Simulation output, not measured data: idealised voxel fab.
Proc. module: voxel capacitor over wiring
FYI the section here is cut, 230 nm wide, cells are 5 nm squares.
For the purposes of this document, a cross-section shall be understood as a grid of square cells, specified as bands listed in top-to-bottom order, each band consisting of one or more rows of cells. Band: top height; bottom height; in nm. Then, left to right: material with width in nm, for each material. "all across": a single material spanning edge to edge. "blank": empty space. For the purposes of this specification, 0 denotes the height below which the wafer in its as-received condition is composed wholly of one material, and the lowermost band, lacking a lower limit, extends downward without end, as expressed in "z 0 and below". Width spec "30..40" -> top row of cells at first value, bottom row at second value, equal per-row change in between. "everything unchanged" after a step means that no cell of the cross-section changed. Empty spaces without an open route to the top, at least 8 cells in extent, make up the entry "Cavities, sealed"; each is given as width x height at distance, where the distance is measured from the left edge, and all are in nm. Post-settings text on a step line: simulator's own remark regarding the step. overlay nm: right-of-plan distance of the mask on a masked step; negative values mean left-of-plan.

Process steps - plan
1 RECEIVE | material Si
2 CONFORMAL_DEP | material SiO2 | thk nm 15
3 DIRECTIONAL_DEP | material TiN | thk nm 5
4 DIRECTIONAL_DEP | material Ru | thk nm 15
5 MASKED_ETCH | tone cover | mask id METAL_1 | width nm 25 | pitch nm 80 | etch materials Ru | depth nm 15 | overlay nm 0
6 MASKED_ETCH | tone cover | mask id METAL_1 | width nm 25 | pitch nm 80 | etch materials TiN | depth nm 5 | overlay nm 0
7 FILL_DEP | material SiO2 | thk nm 5
8 CMP | height nm 35
9 CONFORMAL_DEP | material SiCN | thk nm 5
10 DIRECTIONAL_DEP | material SiO2 | thk nm 20
11 PATTERN | tone open | mask id PLUG_1 | material resist | width nm 15 | thk nm 20 | overlay nm 0
12 DIRECTIONAL_ETCH | etch materials SiO2 | depth nm 20
13 DIRECTIONAL_ETCH | etch materials SiCN | depth nm 5
14 STRIP | etch materials resist
15 CONFORMAL_DEP | material TiN | thk nm 5
16 FILL_DEP | material Cu | thk nm 5
17 CMP | height nm 60
18 DIRECTIONAL_DEP | material TiN | thk nm 5
19 DIRECTIONAL_DEP | material SiN | thk nm 5
20 DIRECTIONAL_DEP | material TiN | thk nm 10
21 PATTERN | tone cover | mask id UPPER_PLATE | material resist | width nm 60 | thk nm 20 | overlay nm 0
22 DIRECTIONAL_ETCH | etch materials TiN | depth nm 10
23 DIRECTIONAL_ETCH | etch materials SiN | depth nm 5
24 STRIP | etch materials resist
25 DIRECTIONAL_DEP | material aC | thk nm 15
26 PATTERN | tone cover | mask id LOWER_PLATE | material resist | width nm 70 | thk nm 30 | overlay nm 0
27 DIRECTIONAL_ETCH | etch materials aC | depth nm 15
28 STRIP | etch materials resist
29 DIRECTIONAL_ETCH | etch materials TiN | depth nm 5
30 STRIP | etch materials aC
31 FILL_DEP | material SiO2 | thk nm 15
32 CMP | height nm 90
33 DIRECTIONAL_DEP | material aC | thk nm 10
34 PATTERN | tone open | mask id PLUG_2 | material resist | width nm 15 | thk nm 30 | overlay nm 0
35 DIRECTIONAL_ETCH | etch materials aC | depth nm 10
36 STRIP | etch materials resist
37 DIRECTIONAL_ETCH | etch materials SiO2 | depth nm 10
38 STRIP | etch materials aC
39 CONFORMAL_DEP | material TiN | thk nm 5
40 FILL_DEP | material Ru | thk nm 5
41 CMP | height nm 90
42 CONFORMAL_DEP | material SiCN | thk nm 5

Concerning the first of two wafers, which was run in accordance with the plan

Received-state cross-section, reflecting completion of step 1
* z 0 and below | Si all across
* Cavities, sealed: none

Presented here is a cross-section of the wafer after step 2 has been performed
* z 15 to 0 | SiO2 all across
* At heights below 0, the structure remains unaltered.

Presented here is a cross-section of the wafer after step 3 has been performed
* z 20 to 15 | TiN all across
* At heights below 15, the structure remains unaltered.

Presented here is a cross-section of the wafer after step 4 has been performed
* z 35 to 20 | Ru all across
* At heights below 20, the structure remains unaltered.

Presented here is a cross-section of the wafer after step 5 has been performed
* z 35 to 20 | blank 60 nm / Ru 25 nm / blank 55 nm / Ru 25 nm / blank 65 nm
* At heights below 20, the structure remains unaltered.

Presented here is a cross-section of the wafer after step 6 has been performed
* z 35 to 20 | blank 60 nm / Ru 25 nm / blank 55 nm / Ru 25 nm / blank 65 nm
* z 20 to 15 | blank 60 nm / TiN 25 nm / blank 55 nm / TiN 25 nm / blank 65 nm
* At heights below 15, the structure remains unaltered.

Presented here is a cross-section of the wafer after step 7 has been performed
* z 40 to 35 | SiO2 all across
* z 35 to 20 | SiO2 60 nm / Ru 25 nm / SiO2 55 nm / Ru 25 nm / SiO2 65 nm
* z 20 to 15 | SiO2 60 nm / TiN 25 nm / SiO2 55 nm / TiN 25 nm / SiO2 65 nm
* At heights below 15, the structure remains unaltered.

Presented here is a cross-section of the wafer after step 8 has been performed
* z 35 to 20 | SiO2 60 nm / Ru 25 nm / SiO2 55 nm / Ru 25 nm / SiO2 65 nm
* At heights below 20, the structure remains unaltered.

Presented here is a cross-section of the wafer after step 9 has been performed
* z 40 to 35 | SiCN all across
* At heights below 35, the structure remains unaltered.

Presented here is a cross-section of the wafer after step 10 has been performed
* z 60 to 40 | SiO2 all across
* At heights below 40, the structure remains unaltered.

Presented here is a cross-section of the wafer after step 11 has been performed
* z 80 to 60 | resist 70 nm / blank 15 nm / resist 145 nm
* At heights below 60, the structure remains unaltered.

Presented here is a cross-section of the wafer after step 12 has been performed
* z 80 to 60 | resist 70 nm / blank 15 nm / resist 145 nm
* z 60 to 40 | SiO2 70 nm / blank 15 nm / SiO2 145 nm
* At heights below 40, the structure remains unaltered.

Presented here is a cross-section of the wafer after step 13 has been performed
* z 80 to 60 | resist 70 nm / blank 15 nm / resist 145 nm
* z 60 to 40 | SiO2 70 nm / blank 15 nm / SiO2 145 nm
* z 40 to 35 | SiCN 70 nm / blank 15 nm / SiCN 145 nm
* At heights below 35, the structure remains unaltered.

Presented here is a cross-section of the wafer after step 14 has been performed
* z 60 to 40 | SiO2 70 nm / blank 15 nm / SiO2 145 nm
* At heights below 40, the structure remains unaltered.

Presented here is a cross-section of the wafer after step 15 has been performed
* z 65 to 60 | TiN 75 nm / blank 5 nm / TiN 150 nm
* z 60 to 40 | SiO2 70 nm / TiN 5 nm / blank 5 nm / TiN 5 nm / SiO2 145 nm
* z 40 to 35 | SiCN 70 nm / TiN 15 nm / SiCN 145 nm
* At heights below 35, the structure remains unaltered.

Presented here is a cross-section of the wafer after step 16 has been performed
* z 70 to 65 | Cu all across
* z 65 to 60 | TiN 75 nm / Cu 5 nm / TiN 150 nm
* z 60 to 40 | SiO2 70 nm / TiN 5 nm / Cu 5 nm / TiN 5 nm / SiO2 145 nm
* At heights below 40, the structure remains unaltered.

Presented here is a cross-section of the wafer after step 17 has been performed
* z 60 to 40 | SiO2 70 nm / TiN 5 nm / Cu 5 nm / TiN 5 nm / SiO2 145 nm
* At heights below 40, the structure remains unaltered.

Presented here is a cross-section of the wafer after step 18 has been performed
* z 65 to 60 | TiN all across
* At heights below 60, the structure remains unaltered.

Presented here is a cross-section of the wafer after step 19 has been performed
* z 70 to 65 | SiN all across
* At heights below 65, the structure remains unaltered.

Presented here is a cross-section of the wafer after step 20 has been performed
* z 80 to 70 | TiN all across
* At heights below 70, the structure remains unaltered.

Presented here is a cross-section of the wafer after step 21 has been performed
* z 100 to 80 | blank 70 nm / resist 60 nm / blank 100 nm
* At heights below 80, the structure remains unaltered.

Presented here is a cross-section of the wafer after step 22 has been performed
* z 100 to 80 | blank 70 nm / resist 60 nm / blank 100 nm
* z 80 to 70 | blank 70 nm / TiN 60 nm / blank 100 nm
* At heights below 70, the structure remains unaltered.

Presented here is a cross-section of the wafer after step 23 has been performed
* z 100 to 80 | blank 70 nm / resist 60 nm / blank 100 nm
* z 80 to 70 | blank 70 nm / TiN 60 nm / blank 100 nm
* z 70 to 65 | blank 70 nm / SiN 60 nm / blank 100 nm
* At heights below 65, the structure remains unaltered.

Presented here is a cross-section of the wafer after step 24 has been performed
* z 80 to 70 | blank 70 nm / TiN 60 nm / blank 100 nm
* At heights below 70, the structure remains unaltered.

Presented here is a cross-section of the wafer after step 25 has been performed
* z 95 to 80 | blank 70 nm / aC 60 nm / blank 100 nm
* z 80 to 70 | aC 70 nm / TiN 60 nm / aC 100 nm
* z 70 to 65 | aC 70 nm / SiN 60 nm / aC 100 nm
* At heights below 65, the structure remains unaltered.

Presented here is a cross-section of the wafer after step 26 has been performed
* z 125 to 95 | blank 65 nm / resist 70 nm / blank 95 nm
* z 95 to 80 | blank 65 nm / resist 5 nm / aC 60 nm / resist 5 nm / blank 95 nm
* At heights below 80, the structure remains unaltered.

Presented here is a cross-section of the wafer after step 27 has been performed
* z 110 to 95 | blank 65 nm / resist 70 nm / blank 95 nm
* z 95 to 80 | blank 65 nm / resist 5 nm / aC 60 nm / resist 5 nm / blank 95 nm
* z 80 to 70 | blank 65 nm / aC 5 nm / TiN 60 nm / aC 5 nm / blank 95 nm
* z 70 to 65 | blank 65 nm / aC 5 nm / SiN 60 nm / aC 5 nm / blank 95 nm
* At heights below 65, the structure remains unaltered.

Presented here is a cross-section of the wafer after step 28 has been performed
* z 95 to 80 | blank 70 nm / aC 60 nm / blank 100 nm
* At heights below 80, the structure remains unaltered.

Presented here is a cross-section of the wafer after step 29 has been performed
* z 95 to 80 | blank 70 nm / aC 60 nm / blank 100 nm
* z 80 to 70 | blank 65 nm / aC 5 nm / TiN 60 nm / aC 5 nm / blank 95 nm
* z 70 to 65 | blank 65 nm / aC 5 nm / SiN 60 nm / aC 5 nm / blank 95 nm
* z 65 to 60 | blank 65 nm / TiN 70 nm / blank 95 nm
* At heights below 60, the structure remains unaltered.

Presented here is a cross-section of the wafer after step 30 has been performed
* z 80 to 70 | blank 70 nm / TiN 60 nm / blank 100 nm
* z 70 to 65 | blank 70 nm / SiN 60 nm / blank 100 nm
* At heights below 65, the structure remains unaltered.

Presented here is a cross-section of the wafer after step 31 has been performed
* z 95 to 80 | SiO2 all across
* z 80 to 70 | SiO2 70 nm / TiN 60 nm / SiO2 100 nm
* z 70 to 65 | SiO2 70 nm / SiN 60 nm / SiO2 100 nm
* z 65 to 60 | SiO2 65 nm / TiN 70 nm / SiO2 95 nm
* At heights below 60, the structure remains unaltered.

Presented here is a cross-section of the wafer after step 32 has been performed
* z 90 to 80 | SiO2 all across
* At heights below 80, the structure remains unaltered.

Presented here is a cross-section of the wafer after step 33 has been performed
* z 100 to 90 | aC all across
* At heights below 90, the structure remains unaltered.

Presented here is a cross-section of the wafer after step 34 has been performed
* z 130 to 100 | resist 80 nm / blank 15 nm / resist 135 nm
* At heights below 100, the structure remains unaltered.

Presented here is a cross-section of the wafer after step 35 has been performed
* z 120 to 100 | resist 80 nm / blank 15 nm / resist 135 nm
* z 100 to 90 | aC 80 nm / blank 15 nm / aC 135 nm
* At heights below 90, the structure remains unaltered.

Presented here is a cross-section of the wafer after step 36 has been performed
* z 100 to 90 | aC 80 nm / blank 15 nm / aC 135 nm
* At heights below 90, the structure remains unaltered.

Presented here is a cross-section of the wafer after step 37 has been performed
* z 100 to 90 | aC 80 nm / blank 15 nm / aC 135 nm
* z 90 to 80 | SiO2 80 nm / blank 15 nm / SiO2 135 nm
* At heights below 80, the structure remains unaltered.

Presented here is a cross-section of the wafer after step 38 has been performed
* z 90 to 80 | SiO2 80 nm / blank 15 nm / SiO2 135 nm
* At heights below 80, the structure remains unaltered.

Presented here is a cross-section of the wafer after step 39 has been performed
* z 95 to 90 | TiN 85 nm / blank 5 nm / TiN 140 nm
* z 90 to 85 | SiO2 80 nm / TiN 5 nm / blank 5 nm / TiN 5 nm / SiO2 135 nm
* z 85 to 80 | SiO2 80 nm / TiN 15 nm / SiO2 135 nm
* At heights below 80, the structure remains unaltered.

Presented here is a cross-section of the wafer after step 40 has been performed
* z 100 to 95 | Ru all across
* z 95 to 90 | TiN 85 nm / Ru 5 nm / TiN 140 nm
* z 90 to 85 | SiO2 80 nm / TiN 5 nm / Ru 5 nm / TiN 5 nm / SiO2 135 nm
* At heights below 85, the structure remains unaltered.

Presented here is a cross-section of the wafer after step 41 has been performed
* z 90 to 85 | SiO2 80 nm / TiN 5 nm / Ru 5 nm / TiN 5 nm / SiO2 135 nm
* At heights below 85, the structure remains unaltered.

Presented here is a cross-section of the wafer after step 42 has been performed
* z 95 to 90 | SiCN all across
* At heights below 90, the structure remains unaltered.

second wafer: like start, like plan, one mistake. Through step 33 it matches the first wafer

Second wafer: cross-section at the scheduled end of step 34
* z 130 to 100 | resist 75 nm / blank 25 nm / resist 130 nm
* At heights below 100, the structure remains unaltered.

Second wafer: cross-section at the scheduled end of step 35
* z 120 to 100 | resist 75 nm / blank 25 nm / resist 130 nm
* z 100 to 90 | aC 75 nm / blank 25 nm / aC 130 nm
* At heights below 90, the structure remains unaltered.

Second wafer: cross-section at the scheduled end of step 36
* z 100 to 90 | aC 75 nm / blank 25 nm / aC 130 nm
* At heights below 90, the structure remains unaltered.

Second wafer: cross-section at the scheduled end of step 37
* z 100 to 90 | aC 75 nm / blank 25 nm / aC 130 nm
* z 90 to 80 | SiO2 75 nm / blank 25 nm / SiO2 130 nm
* At heights below 80, the structure remains unaltered.

Second wafer: cross-section at the scheduled end of step 38
* z 90 to 80 | SiO2 75 nm / blank 25 nm / SiO2 130 nm
* At heights below 80, the structure remains unaltered.

Second wafer: cross-section at the scheduled end of step 39
* z 95 to 90 | TiN 80 nm / blank 15 nm / TiN 135 nm
* z 90 to 85 | SiO2 75 nm / TiN 5 nm / blank 15 nm / TiN 5 nm / SiO2 130 nm
* z 85 to 80 | SiO2 75 nm / TiN 25 nm / SiO2 130 nm
* At heights below 80, the structure remains unaltered.

Second wafer: cross-section at the scheduled end of step 40
* z 100 to 95 | Ru all across
* z 95 to 90 | TiN 80 nm / Ru 15 nm / TiN 135 nm
* z 90 to 85 | SiO2 75 nm / TiN 5 nm / Ru 15 nm / TiN 5 nm / SiO2 130 nm
* At heights below 85, the structure remains unaltered.

Second wafer: cross-section at the scheduled end of step 41
* z 90 to 85 | SiO2 75 nm / TiN 5 nm / Ru 15 nm / TiN 5 nm / SiO2 130 nm
* At heights below 85, the structure remains unaltered.

Second wafer: cross-section at the scheduled end of step 42
* z 95 to 90 | SiCN all across
* At heights below 90, the structure remains unaltered.
What broke from the plan during processing? so step 34 ended up running with a different setting than we planned, it ran as PATTERN | tone open | mask id PLUG_2 | material resist | width nm 25 | thk nm 30 | overlay nm 0
at the end the second wafer has, in cells: Ru +2, SiO2 -4, TiN +2
